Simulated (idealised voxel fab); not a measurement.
Title: Process Module voxel self aligned vias
The cross-section shown here is cut; it is 175 nm wide and divided into square cells measuring 5 nm on a side.
Cross-section format: a grid of square cells, given as bands from top to bottom; each band is one or more rows of cells. Per band: top height and bottom height in nm, followed by the left-to-right materials and their widths in nm; "all across" marks a single material spanning edge to edge, "blank" marks empty space. Beneath 0, the wafer as received is one material, and that level is where height counting begins. The lowest band goes on downward without a bottom; it is written like "0..down". With a width like "30->40", each row of cells in the band differs from the next by the same amount, the top row carrying the first number and the bottom row the second. Where a step carries "nothing got changed", the cross-section came out of it unchanged, cell for cell. Voids not open to the top, 8 cells minimum: see "Sealed internal voids". Written width x height at distance; distance is from the left edge; nm. Past the settings on a step's line: simulator remark, on that step. For masked steps, "overlay nm" on the step line gives how far right of plan the mask actually lay; a minus sign means it lay to the left. Pairs ahead. Before: cross-section ahead of one process step. After: cross-section once the step is done, shown to the lowest changed band only. Under each pair: that step, with settings. Caution: pairs may come from different runs of this module on the same starting wafer; a pair follows the pair above only where its "Incoming profile" entry says so.

Incoming profile:
    0..down: Si all across
    Sealed internal voids: none

Post-Step Section View:
    15..0: SiO2 all across
    For the remainder of the cross-section, below 0, there is no change.
    Sealed internal voids: none
Step between the cross-sections above: op CONFORMAL_DEP | material SiO2 | thk nm 15

Incoming profile: after-state, pair directly above.

Post-Step Section View:
    20..15: SiCN all across
    For the remainder of the cross-section, below 15, there is no change.
    Sealed internal voids: none
Step between the cross-sections above: op CONFORMAL_DEP | material SiCN | thk nm 5

Incoming profile: after-state, pair directly above.

Post-Step Section View:
    50..20: lowk all across
    For the remainder of the cross-section, below 20, there is no change.
    Sealed internal voids: none
Step between the cross-sections above: op DIRECTIONAL_DEP | material lowk | thk nm 30

Incoming profile: after-state, pair directly above.

Post-Step Section View:
    65..50: aC all across
    For the remainder of the cross-section, below 50, there is no change.
    Sealed internal voids: none
Step between the cross-sections above: op DIRECTIONAL_DEP | material aC | thk nm 15

Incoming profile: after-state, pair directly above.

Post-Step Section View:
    100..65: resist 40 / blank 25 / resist 40 / blank 25 / resist 45
    For the remainder of the cross-section, below 65, there is no change.
    Sealed internal voids: none
Step between the cross-sections above: op PATTERN | tone open | mask id LINES | material resist | width nm 25 | pitch nm 65 | thk nm 35 | overlay nm 0

Incoming profile: after-state, pair directly above.

Post-Step Section View:
    85..65: resist 40 / blank 25 / resist 40 / blank 25 / resist 45
    65..50: aC 40 / blank 25 / aC 40 / blank 25 / aC 45
    For the remainder of the cross-section, below 50, there is no change.
    Sealed internal voids: none
Step between the cross-sections above: op DIRECTIONAL_ETCH | etch materials aC | depth nm 15

Incoming profile: after-state, pair directly above.

Post-Step Section View:
    65..50: aC 40 / blank 25 / aC 40 / blank 25 / aC 45
    For the remainder of the cross-section, below 50, there is no change.
    Sealed internal voids: none
Step between the cross-sections above: op STRIP | etch materials resist

Incoming profile: after-state, pair directly above.

Post-Step Section View:
    65..50: aC 40 / blank 25 / aC 40 / blank 25 / aC 45
    50..20: lowk 40 / blank 25 / lowk 40 / blank 25 / lowk 45
    For the remainder of the cross-section, below 20, there is no change.
    Sealed internal voids: none
Step between the cross-sections above: op DIRECTIONAL_ETCH | etch materials lowk | depth nm 30

Incoming profile: after-state, pair directly above.

Post-Step Section View:
    50..20: lowk 40 / blank 25 / lowk 40 / blank 25 / lowk 45
    For the remainder of the cross-section, below 20, there is no change.
    Sealed internal voids: none
Step between the cross-sections above: op STRIP | etch materials aC

Incoming profile: after-state, pair directly above.

Post-Step Section View:
    55..50: TiN 45 / blank 15 / TiN 50 / blank 15 / TiN 50
    50..25: lowk 40 / TiN 5 / blank 15 / TiN 5 / lowk 40 / TiN 5 / blank 15 / TiN 5 / lowk 45
    25..20: lowk 40 / TiN 25 / lowk 40 / TiN 25 / lowk 45
    For the remainder of the cross-section, below 20, there is no change.
    Sealed internal voids: none
Step between the cross-sections above: op CONFORMAL_DEP | material TiN | thk nm 5

Incoming profile: after-state, pair directly above.

Post-Step Section View:
    60..55: W all across
    55..50: TiN 45 / W 15 / TiN 50 / W 15 / TiN 50
    50..25: lowk 40 / TiN 5 / W 15 / TiN 5 / lowk 40 / TiN 5 / W 15 / TiN 5 / lowk 45
    For the remainder of the cross-section, below 25, there is no change.
    Sealed internal voids: none
Step between the cross-sections above: op FILL_DEP | material W | thk nm 5

Incoming profile: after-state, pair directly above.

Post-Step Section View:
    50..25: lowk 40 / TiN 5 / W 15 / TiN 5 / lowk 40 / TiN 5 / W 15 / TiN 5 / lowk 45
    For the remainder of the cross-section, below 25, there is no change.
    Sealed internal voids: none
Step between the cross-sections above: op CMP | height nm 50

Incoming profile: after-state, pair directly above.

Post-Step Section View:
    50..40: lowk 40 / blank 25 / lowk 40 / blank 25 / lowk 45
    For the remainder of the cross-section, below 40, there is no change.
    Sealed internal voids: none
Step between the cross-sections above: op SELECTIVE_ETCH | etch materials W Ru TiN | depth nm 10

Incoming profile: after-state, pair directly above.

Post-Step Section View:
    60..50: SiN all across
    50..40: lowk 40 / SiN 25 / lowk 40 / SiN 25 / lowk 45
    For the remainder of the cross-section, below 40, there is no change.
    Sealed internal voids: none
Step between the cross-sections above: op FILL_DEP | material SiN | thk nm 10

Incoming profile: after-state, pair directly above.

Post-Step Section View:
    50..40: lowk 40 / SiN 25 / lowk 40 / SiN 25 / lowk 45
    For the remainder of the cross-section, below 40, there is no change.
    Sealed internal voids: none
Step between the cross-sections above: op CMP | height nm 50

Incoming profile: after-state, pair directly above.

Post-Step Section View:
    70..50: lowk all across
    For the remainder of the cross-section, below 50, there is no change.
    Sealed internal voids: none
Step between the cross-sections above: op DIRECTIONAL_DEP | material lowk | thk nm 20

Incoming profile: after-state, pair directly above.

Post-Step Section View:
    80..70: aC all across
    For the remainder of the cross-section, below 70, there is no change.
    Sealed internal voids: none
Step between the cross-sections above: op DIRECTIONAL_DEP | material aC | thk nm 10

Incoming profile: after-state, pair directly above.

Post-Step Section View:
    110..80: resist 35 / blank 35 / resist 105
    For the remainder of the cross-section, below 80, there is no change.
    Sealed internal voids: none
Step between the cross-sections above: op PATTERN | tone open | mask id VIAS | material resist | width nm 35 | thk nm 30 | overlay nm 0

Incoming profile: after-state, pair directly above.

Post-Step Section View:
    100..80: resist 35 / blank 35 / resist 105
    80..70: aC 35 / blank 35 / aC 105
    For the remainder of the cross-section, below 70, there is no change.
    Sealed internal voids: none
Step between the cross-sections above: op DIRECTIONAL_ETCH | etch materials aC | depth nm 10

Incoming profile: after-state, pair directly above.

Post-Step Section View:
    80..70: aC 35 / blank 35 / aC 105
    For the remainder of the cross-section, below 70, there is no change.
    Sealed internal voids: none
Step between the cross-sections above: op STRIP | etch materials resist

Incoming profile: after-state, pair directly above.

Post-Step Section View:
    80..70: aC 35 / blank 35 / aC 105
    70..50: lowk 35 / blank 35 / lowk 105
    For the remainder of the cross-section, below 50, there is no change.
    Sealed internal voids: none
Step between the cross-sections above: op DIRECTIONAL_ETCH | etch materials lowk | depth nm 20

Incoming profile: after-state, pair directly above.

Post-Step Section View:
    80..70: aC 35 / blank 35 / aC 105
    70..50: lowk 35 / blank 35 / lowk 105
    50..40: lowk 40 / blank 25 / lowk 40 / SiN 25 / lowk 45
    For the remainder of the cross-section, below 40, there is no change.
    Sealed internal voids: none
Step between the cross-sections above: op DIRECTIONAL_ETCH | etch materials SiN | depth nm 10

Incoming profile: after-state, pair directly above.

Post-Step Section View:
    70..50: lowk 35 / blank 35 / lowk 105
    For the remainder of the cross-section, below 50, there is no change.
    Sealed internal voids: none
Step between the cross-sections above: op STRIP | etch materials aC

Incoming profile: after-state, pair directly above.

Post-Step Section View:
    75..70: TiN 40 / blank 25 / TiN 110
    70..55: lowk 35 / TiN 5 / blank 25 / TiN 5 / lowk 105
    55..50: lowk 35 / TiN 10 / blank 15 / TiN 10 / lowk 105
    50..45: lowk 40 / TiN 5 / blank 15 / TiN 5 / lowk 40 / SiN 25 / lowk 45
    45..40: lowk 40 / TiN 25 / lowk 40 / SiN 25 / lowk 45
    For the remainder of the cross-section, below 40, there is no change.
    Sealed internal voids: none
Step between the cross-sections above: op CONFORMAL_DEP | material TiN | thk nm 5

Incoming profile: after-state, pair directly above.

Post-Step Section View:
    85..75: W all across
    75..70: TiN 40 / W 25 / TiN 110
    70..55: lowk 35 / TiN 5 / W 25 / TiN 5 / lowk 105
    55..50: lowk 35 / TiN 10 / W 15 / TiN 10 / lowk 105
    50..45: lowk 40 / TiN 5 / W 15 / TiN 5 / lowk 40 / SiN 25 / lowk 45
    For the remainder of the cross-section, below 45, there is no change.
    Sealed internal voids: none
Step between the cross-sections above: op FILL_DEP | material W | thk nm 10

Incoming profile: after-state, pair directly above.

Post-Step Section View:
    70..55: lowk 35 / TiN 5 / W 25 / TiN 5 / lowk 105
    For the remainder of the cross-section, below 55, there is no change.
    Sealed internal voids: none
Step between the cross-sections above: op CMP | height nm 70

Incoming profile: after-state, pair directly above.

Post-Step Section View:
    75..70: SiN all across
    For the remainder of the cross-section, below 70, there is no change.
    Sealed internal voids: none
Step between the cross-sections above: op CONFORMAL_DEP | material SiN | thk nm 5

Incoming profile:
    15..0: SiO2 all across
    0..down: Si all across
    Sealed internal voids: none

Post-Step Section View:
    45..15: lowk all across
    For the remainder of the cross-section, below 15, there is no change.
    Sealed internal voids: none
Step between the cross-sections above: op DIRECTIONAL_DEP | material lowk | thk nm 30

Incoming profile: after-state, pair directly above.

Post-Step Section View:
    60..45: aC all across
    For the remainder of the cross-section, below 45, there is no change.
    Sealed internal voids: none
Step between the cross-sections above: op DIRECTIONAL_DEP | material aC | thk nm 15

Incoming profile: after-state, pair directly above.

Post-Step Section View:
    95..60: resist 40 / blank 25 / resist 40 / blank 25 / resist 45
    For the remainder of the cross-section, below 60, there is no change.
    Sealed internal voids: none
Step between the cross-sections above: op PATTERN | tone open | mask id LINES | material resist | width nm 25 | pitch nm 65 | thk nm 35 | overlay nm 0

Incoming profile: after-state, pair directly above.

Post-Step Section View:
    80..60: resist 40 / blank 25 / resist 40 / blank 25 / resist 45
    60..45: aC 40 / blank 25 / aC 40 / blank 25 / aC 45
    For the remainder of the cross-section, below 45, there is no change.
    Sealed internal voids: none
Step between the cross-sections above: op DIRECTIONAL_ETCH | etch materials aC | depth nm 15

Incoming profile: after-state, pair directly above.

Post-Step Section View:
    60..45: aC 40 / blank 25 / aC 40 / blank 25 / aC 45
    For the remainder of the cross-section, below 45, there is no change.
    Sealed internal voids: none
Step between the cross-sections above: op STRIP | etch materials resist

Incoming profile: after-state, pair directly above.

Post-Step Section View:
    60..45: aC 40 / blank 25 / aC 40 / blank 25 / aC 45
    45..15: lowk 40 / blank 25 / lowk 40 / blank 25 / lowk 45
    For the remainder of the cross-section, below 15, there is no change.
    Sealed internal voids: none
Step between the cross-sections above: op DIRECTIONAL_ETCH | etch materials lowk | depth nm 30

Incoming profile: after-state, pair directly above.

Post-Step Section View:
    45..15: lowk 40 / blank 25 / lowk 40 / blank 25 / lowk 45
    For the remainder of the cross-section, below 15, there is no change.
    Sealed internal voids: none
Step between the cross-sections above: op STRIP | etch materials aC

Incoming profile: after-state, pair directly above.

Post-Step Section View:
    50..45: TiN 45 / blank 15 / TiN 50 / blank 15 / TiN 50
    45..20: lowk 40 / TiN 5 / blank 15 / TiN 5 / lowk 40 / TiN 5 / blank 15 / TiN 5 / lowk 45
    20..15: lowk 40 / TiN 25 / lowk 40 / TiN 25 / lowk 45
    For the remainder of the cross-section, below 15, there is no change.
    Sealed internal voids: none
Step between the cross-sections above: op CONFORMAL_DEP | material TiN | thk nm 5

Incoming profile: after-state, pair directly above.

Post-Step Section View:
    55..50: W all across
    50..45: TiN 45 / W 15 / TiN 50 / W 15 / TiN 50
    45..20: lowk 40 / TiN 5 / W 15 / TiN 5 / lowk 40 / TiN 5 / W 15 / TiN 5 / lowk 45
    For the remainder of the cross-section, below 20, there is no change.
    Sealed internal voids: none
Step between the cross-sections above: op FILL_DEP | material W | thk nm 5

Incoming profile: after-state, pair directly above.

Post-Step Section View:
    50..45: TiN 45 / W 15 / TiN 50 / W 15 / TiN 50
    For the remainder of the cross-section, below 45, there is no change.
    Sealed internal voids: none
Step between the cross-sections above: op CMP | height nm 50

Incoming profile: after-state, pair directly above.

Post-Step Section View:
    45..40: lowk 40 / blank 25 / lowk 40 / blank 25 / lowk 45
    For the remainder of the cross-section, below 40, there is no change.
    Sealed internal voids: none
Step between the cross-sections above: op SELECTIVE_ETCH | etch materials W Ru TiN | depth nm 10

Incoming profile: after-state, pair directly above.

Post-Step Section View:
    55..45: SiN all across
    45..40: lowk 40 / SiN 25 / lowk 40 / SiN 25 / lowk 45
    For the remainder of the cross-section, below 40, there is no change.
    Sealed internal voids: none
Step between the cross-sections above: op FILL_DEP | material SiN | thk nm 10

Incoming profile: after-state, pair directly above.

Post-Step Section View:
    50..45: SiN all across
    For the remainder of the cross-section, below 45, there is no change.
    Sealed internal voids: none
Step between the cross-sections above: op CMP | height nm 50

Incoming profile: after-state, pair directly above.

Post-Step Section View:
    70..50: lowk all across
    For the remainder of the cross-section, below 50, there is no change.
    Sealed internal voids: none
Step between the cross-sections above: op DIRECTIONAL_DEP | material lowk | thk nm 20

Incoming profile: after-state, pair directly above.

Post-Step Section View:
    80..70: aC all across
    For the remainder of the cross-section, below 70, there is no change.
    Sealed internal voids: none
Step between the cross-sections above: op DIRECTIONAL_DEP | material aC | thk nm 10

Incoming profile: after-state, pair directly above.

Post-Step Section View:
    110..80: resist 35 / blank 35 / resist 105
    For the remainder of the cross-section, below 80, there is no change.
    Sealed internal voids: none
Step between the cross-sections above: op PATTERN | tone open | mask id VIAS | material resist | width nm 35 | thk nm 30 | overlay nm 0

Incoming profile: after-state, pair directly above.

Post-Step Section View:
    100..80: resist 35 / blank 35 / resist 105
    80..70: aC 35 / blank 35 / aC 105
    For the remainder of the cross-section, below 70, there is no change.
    Sealed internal voids: none
Step between the cross-sections above: op DIRECTIONAL_ETCH | etch materials aC | depth nm 10

Incoming profile: after-state, pair directly above.

Post-Step Section View:
    80..70: aC 35 / blank 35 / aC 105
    For the remainder of the cross-section, below 70, there is no change.
    Sealed internal voids: none
Step between the cross-sections above: op STRIP | etch materials resist

Incoming profile: after-state, pair directly above.

Post-Step Section View:
    80..70: aC 35 / blank 35 / aC 105
    70..50: lowk 35 / blank 35 / lowk 105
    For the remainder of the cross-section, below 50, there is no change.
    Sealed internal voids: none
Step between the cross-sections above: op DIRECTIONAL_ETCH | etch materials lowk | depth nm 20

Incoming profile: after-state, pair directly above.

Post-Step Section View:
    80..70: aC 35 / blank 35 / aC 105
    70..50: lowk 35 / blank 35 / lowk 105
    50..45: SiN 35 / blank 35 / SiN 105
    45..40: lowk 40 / blank 25 / lowk 40 / SiN 25 / lowk 45
    For the remainder of the cross-section, below 40, there is no change.
    Sealed internal voids: none
Step between the cross-sections above: op DIRECTIONAL_ETCH | etch materials SiN | depth nm 10

Incoming profile: after-state, pair directly above.

Post-Step Section View:
    70..50: lowk 35 / blank 35 / lowk 105
    For the remainder of the cross-section, below 50, there is no change.
    Sealed internal voids: none
Step between the cross-sections above: op STRIP | etch materials aC

Incoming profile: after-state, pair directly above.

Post-Step Section View:
    75..70: TiN 40 / blank 25 / TiN 110
    70..50: lowk 35 / TiN 5 / blank 25 / TiN 5 / lowk 105
    50..45: SiN 35 / TiN 10 / blank 15 / TiN 10 / SiN 105
    45..40: lowk 40 / TiN 25 / lowk 40 / SiN 25 / lowk 45
    For the remainder of the cross-section, below 40, there is no change.
    Sealed internal voids: none
Step between the cross-sections above: op CONFORMAL_DEP | material TiN | thk nm 5

Incoming profile: after-state, pair directly above.

Post-Step Section View:
    85..75: W all across
    75..70: TiN 40 / W 25 / TiN 110
    70..50: lowk 35 / TiN 5 / W 25 / TiN 5 / lowk 105
    50..45: SiN 35 / TiN 10 / W 15 / TiN 10 / SiN 105
    For the remainder of the cross-section, below 45, there is no change.
    Sealed internal voids: none
Step between the cross-sections above: op FILL_DEP | material W | thk nm 10

Incoming profile: after-state, pair directly above.

Post-Step Section View:
    70..50: lowk 35 / TiN 5 / W 25 / TiN 5 / lowk 105
    For the remainder of the cross-section, below 50, there is no change.
    Sealed internal voids: none
Step between the cross-sections above: op CMP | height nm 70

Incoming profile: after-state, pair directly above.

Post-Step Section View:
    75..70: SiN all across
    For the remainder of the cross-section, below 70, there is no change.
    Sealed internal voids: none
Step between the cross-sections above: op CONFORMAL_DEP | material SiN | thk nm 5

Incoming profile:
    80..70: aC 35 / blank 35 / aC 105
    70..50: lowk 35 / blank 35 / lowk 105
    50..40: lowk 40 / SiN 25 / lowk 40 / SiN 25 / lowk 45
    40..25: lowk 40 / TiN 5 / W 15 / TiN 5 / lowk 40 / TiN 5 / W 15 / TiN 5 / lowk 45
    25..20: lowk 40 / TiN 25 / lowk 40 / TiN 25 / lowk 45
    20..15: SiCN all across
    15..0: SiO2 all across
    0..down: Si all across
    Sealed internal voids: none

Post-Step Section View:
    80..70: aC 35 / blank 35 / aC 105
    70..50: lowk 35 / blank 35 / lowk 105
    50..40: lowk 35 / blank 5 / SiN 25 / blank 5 / lowk 35 / SiN 25 / lowk 45
    40..30: lowk 35 / blank 5 / TiN 5 / W 15 / TiN 5 / blank 5 / lowk 35 / TiN 5 / W 15 / TiN 5 / lowk 45
    For the remainder of the cross-section, below 30, there is no change.
    Sealed internal voids: none
Step between the cross-sections above: op DIRECTIONAL_ETCH | etch materials lowk | depth nm 20

Incoming profile: after-state, pair directly above.

Post-Step Section View:
    80..70: aC 35 / blank 35 / aC 105
    70..50: lowk 35 / blank 35 / lowk 105
    50..40: lowk 35 / blank 35 / lowk 35 / SiN 25 / lowk 45
    For the remainder of the cross-section, below 40, there is no change.
    Sealed internal voids: none
Step between the cross-sections above: op DIRECTIONAL_ETCH | etch materials SiN | depth nm 10

Incoming profile: after-state, pair directly above.

Post-Step Section View:
    70..50: lowk 35 / blank 35 / lowk 105
    For the remainder of the cross-section, below 50, there is no change.
    Sealed internal voids: none
Step between the cross-sections above: op STRIP | etch materials aC

Incoming profile: after-state, pair directly above.

Post-Step Section View:
    75..70: TiN 40 / blank 25 / TiN 110
    70..50: lowk 35 / TiN 5 / blank 25 / TiN 5 / lowk 105
    50..45: lowk 35 / TiN 5 / blank 25 / TiN 5 / lowk 35 / SiN 25 / lowk 45
    45..40: lowk 35 / TiN 35 / lowk 35 / SiN 25 / lowk 45
    40..30: lowk 35 / TiN 10 / W 15 / TiN 10 / lowk 35 / TiN 5 / W 15 / TiN 5 / lowk 45
    For the remainder of the cross-section, below 30, there is no change.
    Sealed internal voids: none
Step between the cross-sections above: op CONFORMAL_DEP | material TiN | thk nm 5

Incoming profile: after-state, pair directly above.

Post-Step Section View:
    85..75: W all across
    75..70: TiN 40 / W 25 / TiN 110
    70..50: lowk 35 / TiN 5 / W 25 / TiN 5 / lowk 105
    50..45: lowk 35 / TiN 5 / W 25 / TiN 5 / lowk 35 / SiN 25 / lowk 45
    For the remainder of the cross-section, below 45, there is no change.
    Sealed internal voids: none
Step between the cross-sections above: op FILL_DEP | material W | thk nm 10

Incoming profile: after-state, pair directly above.

Post-Step Section View:
    70..50: lowk 35 / TiN 5 / W 25 / TiN 5 / lowk 105
    For the remainder of the cross-section, below 50, there is no change.
    Sealed internal voids: none
Step between the cross-sections above: op CMP | height nm 70

Incoming profile: after-state, pair directly above.

Post-Step Section View:
    75..70: SiN all across
    For the remainder of the cross-section, below 70, there is no change.
    Sealed internal voids: none
Step between the cross-sections above: op CONFORMAL_DEP | material SiN | thk nm 5

Incoming profile:
    45..15: lowk all across
    15..0: SiO2 all across
    0..down: Si all across
    Sealed internal voids: none

Post-Step Section View:
    50..45: SiCN all across
    For the remainder of the cross-section, below 45, there is no change.
    Sealed internal voids: none
Step between the cross-sections above: op CONFORMAL_DEP | material SiCN | thk nm 5

Incoming profile: after-state, pair directly above.

Post-Step Section View:
    65..50: aC all across
    For the remainder of the cross-section, below 50, there is no change.
    Sealed internal voids: none
Step between the cross-sections above: op DIRECTIONAL_DEP | material aC | thk nm 15

Incoming profile: after-state, pair directly above.

Post-Step Section View:
    100..65: resist 40 / blank 25 / resist 40 / blank 25 / resist 45
    For the remainder of the cross-section, below 65, there is no change.
    Sealed internal voids: none
Step between the cross-sections above: op PATTERN | tone open | mask id LINES | material resist | width nm 25 | pitch nm 65 | thk nm 35 | overlay nm 0

Incoming profile: after-state, pair directly above.

Post-Step Section View:
    85..65: resist 40 / blank 25 / resist 40 / blank 25 / resist 45
    65..50: aC 40 / blank 25 / aC 40 / blank 25 / aC 45
    For the remainder of the cross-section, below 50, there is no change.
    Sealed internal voids: none
Step between the cross-sections above: op DIRECTIONAL_ETCH | etch materials aC | depth nm 15

Incoming profile: after-state, pair directly above.

Post-Step Section View:
    65..50: aC 40 / blank 25 / aC 40 / blank 25 / aC 45
    For the remainder of the cross-section, below 50, there is no change.
    Sealed internal voids: none
Step between the cross-sections above: op STRIP | etch materials resist

Incoming profile: after-state, pair directly above.

Post-Step Section View:
    50..45: SiCN all across
    For the remainder of the cross-section, below 45, there is no change.
    Sealed internal voids: none
Step between the cross-sections above: op STRIP | etch materials aC

Incoming profile: after-state, pair directly above.

Post-Step Section View:
    55..50: TiN all across
    For the remainder of the cross-section, below 50, there is no change.
    Sealed internal voids: none
Step between the cross-sections above: op CONFORMAL_DEP | material TiN | thk nm 5

Incoming profile: after-state, pair directly above.

Post-Step Section View:
    60..55: W all across
    For the remainder of the cross-section, below 55, there is no change.
    Sealed internal voids: none
Step between the cross-sections above: op FILL_DEP | material W | thk nm 5

Incoming profile: after-state, pair directly above.

Post-Step Section View:
    50..45: SiCN all across
    For the remainder of the cross-section, below 45, there is no change.
    Sealed internal voids: none
Step between the cross-sections above: op CMP | height nm 50

Incoming profile: after-state, pair directly above.

Post-Step Section View:
    60..50: SiN all across
    For the remainder of the cross-section, below 50, there is no change.
    Sealed internal voids: none
Step between the cross-sections above: op FILL_DEP | material SiN | thk nm 10

Incoming profile: after-state, pair directly above.

Post-Step Section View:
    50..45: SiCN all across
    For the remainder of the cross-section, below 45, there is no change.
    Sealed internal voids: none
Step between the cross-sections above: op CMP | height nm 50

Incoming profile: after-state, pair directly above.

Post-Step Section View:
    70..50: lowk all across
    For the remainder of the cross-section, below 50, there is no change.
    Sealed internal voids: none
Step between the cross-sections above: op DIRECTIONAL_DEP | material lowk | thk nm 20

Incoming profile: after-state, pair directly above.

Post-Step Section View:
    80..70: aC all across
    For the remainder of the cross-section, below 70, there is no change.
    Sealed internal voids: none
Step between the cross-sections above: op DIRECTIONAL_DEP | material aC | thk nm 10

Incoming profile: after-state, pair directly above.

Post-Step Section View:
    110..80: resist 35 / blank 35 / resist 105
    For the remainder of the cross-section, below 80, there is no change.
    Sealed internal voids: none
Step between the cross-sections above: op PATTERN | tone open | mask id VIAS | material resist | width nm 35 | thk nm 30 | overlay nm 0

Incoming profile: after-state, pair directly above.

Post-Step Section View:
    100..80: resist 35 / blank 35 / resist 105
    80..70: aC 35 / blank 35 / aC 105
    For the remainder of the cross-section, below 70, there is no change.
    Sealed internal voids: none
Step between the cross-sections above: op DIRECTIONAL_ETCH | etch materials aC | depth nm 10

Incoming profile: after-state, pair directly above.

Post-Step Section View:
    80..70: aC 35 / blank 35 / aC 105
    For the remainder of the cross-section, below 70, there is no change.
    Sealed internal voids: none
Step between the cross-sections above: op STRIP | etch materials resist

Incoming profile: after-state, pair directly above.

Post-Step Section View:
    80..70: aC 35 / blank 35 / aC 105
    70..50: lowk 35 / blank 35 / lowk 105
    For the remainder of the cross-section, below 50, there is no change.
    Sealed internal voids: none
Step between the cross-sections above: op DIRECTIONAL_ETCH | etch materials lowk | depth nm 20

Incoming profile: after-state, pair directly above.

Post-Step Section View:
    70..50: lowk 35 / blank 35 / lowk 105
    For the remainder of the cross-section, below 50, there is no change.
    Sealed internal voids: none
Step between the cross-sections above: op STRIP | etch materials aC

Incoming profile: after-state, pair directly above.

Post-Step Section View:
    75..70: TiN 40 / blank 25 / TiN 110
    70..55: lowk 35 / TiN 5 / blank 25 / TiN 5 / lowk 105
    55..50: lowk 35 / TiN 35 / lowk 105
    For the remainder of the cross-section, below 50, there is no change.
    Sealed internal voids: none
Step between the cross-sections above: op CONFORMAL_DEP | material TiN | thk nm 5

Incoming profile: after-state, pair directly above.

Post-Step Section View:
    85..75: W all across
    75..70: TiN 40 / W 25 / TiN 110
    70..55: lowk 35 / TiN 5 / W 25 / TiN 5 / lowk 105
    For the remainder of the cross-section, below 55, there is no change.
    Sealed internal voids: none
Step between the cross-sections above: op FILL_DEP | material W | thk nm 10

Incoming profile: after-state, pair directly above.

Post-Step Section View:
    70..55: lowk 35 / TiN 5 / W 25 / TiN 5 / lowk 105
    For the remainder of the cross-section, below 55, there is no change.
    Sealed internal voids: none
Step between the cross-sections above: op CMP | height nm 70

Incoming profile: after-state, pair directly above.

Post-Step Section View:
    75..70: SiN all across
    For the remainder of the cross-section, below 70, there is no change.
    Sealed internal voids: none
Step between the cross-sections above: op CONFORMAL_DEP | material SiN | thk nm 5

Incoming profile:
    85..75: W all across
    75..70: TiN 40 / W 25 / TiN 110
    70..55: lowk 35 / TiN 5 / W 25 / TiN 5 / lowk 105
    55..50: lowk 35 / TiN 10 / W 15 / TiN 10 / lowk 105
    50..45: lowk 40 / TiN 5 / W 15 / TiN 5 / lowk 40 / SiN 25 / lowk 45
    45..40: lowk 40 / TiN 25 / lowk 40 / SiN 25 / lowk 45
    40..25: lowk 40 / TiN 5 / W 15 / TiN 5 / lowk 40 / TiN 5 / W 15 / TiN 5 / lowk 45
    25..20: lowk 40 / TiN 25 / lowk 40 / TiN 25 / lowk 45
    20..15: SiCN all across
    15..0: SiO2 all across
    0..down: Si all across
    Sealed internal voids: none

Post-Step Section View:
    75..70: TiN 40 / W 25 / TiN 110
    For the remainder of the cross-section, below 70, there is no change.
    Sealed internal voids: none
Step between the cross-sections above: op CMP | height nm 75

Incoming profile: after-state, pair directly above.

Post-Step Section View:
    80..75: SiN all across
    For the remainder of the cross-section, below 75, there is no change.
    Sealed internal voids: none
Step between the cross-sections above: op CONFORMAL_DEP | material SiN | thk nm 5

Incoming profile:
    80..70: aC all across
    70..50: lowk all across
    50..40: lowk 40 / SiN 25 / lowk 40 / SiN 25 / lowk 45
    40..25: lowk 40 / TiN 5 / W 15 / TiN 5 / lowk 40 / TiN 5 / W 15 / TiN 5 / lowk 45
    25..20: lowk 40 / TiN 25 / lowk 40 / TiN 25 / lowk 45
    20..15: SiCN all across
    15..0: SiO2 all across
    0..down: Si all across
    Sealed internal voids: none

Post-Step Section View:
    110..80: resist 40 / blank 30 / resist 105
    For the remainder of the cross-section, below 80, there is no change.
    Sealed internal voids: none
Step between the cross-sections above: op PATTERN | tone open | mask id VIAS | material resist | width nm 30 | thk nm 30 | overlay nm 0

Incoming profile: after-state, pair directly above.

Post-Step Section View:
    100..80: resist 40 / blank 30 / resist 105
    80..70: aC 40 / blank 30 / aC 105
    For the remainder of the cross-section, below 70, there is no change.
    Sealed internal voids: none
Step between the cross-sections above: op DIRECTIONAL_ETCH | etch materials aC | depth nm 10

Incoming profile: after-state, pair directly above.

Post-Step Section View:
    80..70: aC 40 / blank 30 / aC 105
    For the remainder of the cross-section, below 70, there is no change.
    Sealed internal voids: none
Step between the cross-sections above: op STRIP | etch materials resist

Incoming profile: after-state, pair directly above.

Post-Step Section View:
    80..70: aC 40 / blank 30 / aC 105
    70..50: lowk 40 / blank 30 / lowk 105
    For the remainder of the cross-section, below 50, there is no change.
    Sealed internal voids: none
Step between the cross-sections above: op DIRECTIONAL_ETCH | etch materials lowk | depth nm 20

Incoming profile: after-state, pair directly above.

Post-Step Section View:
    80..70: aC 40 / blank 30 / aC 105
    70..50: lowk 40 / blank 30 / lowk 105
    50..40: lowk 40 / blank 25 / lowk 40 / SiN 25 / lowk 45
    For the remainder of the cross-section, below 40, there is no change.
    Sealed internal voids: none
Step between the cross-sections above: op DIRECTIONAL_ETCH | etch materials SiN | depth nm 10

Incoming profile: after-state, pair directly above.

Post-Step Section View:
    70..50: lowk 40 / blank 30 / lowk 105
    For the remainder of the cross-section, below 50, there is no change.
    Sealed internal voids: none
Step between the cross-sections above: op STRIP | etch materials aC

Incoming profile: after-state, pair directly above.

Post-Step Section View:
    75..70: TiN 45 / blank 20 / TiN 110
    70..55: lowk 40 / TiN 5 / blank 20 / TiN 5 / lowk 105
    55..50: lowk 40 / TiN 5 / blank 15 / TiN 10 / lowk 105
    50..45: lowk 40 / TiN 5 / blank 15 / TiN 5 / lowk 40 / SiN 25 / lowk 45
    45..40: lowk 40 / TiN 25 / lowk 40 / SiN 25 / lowk 45
    For the remainder of the cross-section, below 40, there is no change.
    Sealed internal voids: none
Step between the cross-sections above: op CONFORMAL_DEP | material TiN | thk nm 5

Incoming profile: after-state, pair directly above.

Post-Step Section View:
    85..75: W all across
    75..70: TiN 45 / W 20 / TiN 110
    70..55: lowk 40 / TiN 5 / W 20 / TiN 5 / lowk 105
    55..50: lowk 40 / TiN 5 / W 15 / TiN 10 / lowk 105
    50..45: lowk 40 / TiN 5 / W 15 / TiN 5 / lowk 40 / SiN 25 / lowk 45
    For the remainder of the cross-section, below 45, there is no change.
    Sealed internal voids: none
Step between the cross-sections above: op FILL_DEP | material W | thk nm 10

Incoming profile: after-state, pair directly above.

Post-Step Section View:
    70..55: lowk 40 / TiN 5 / W 20 / TiN 5 / lowk 105
    For the remainder of the cross-section, below 55, there is no change.
    Sealed internal voids: none
Step between the cross-sections above: op CMP | height nm 70

Incoming profile: after-state, pair directly above.

Post-Step Section View:
    75..70: SiN all across
    For the remainder of the cross-section, below 70, there is no change.
    Sealed internal voids: none
Step between the cross-sections above: op CONFORMAL_DEP | material SiN | thk nm 5
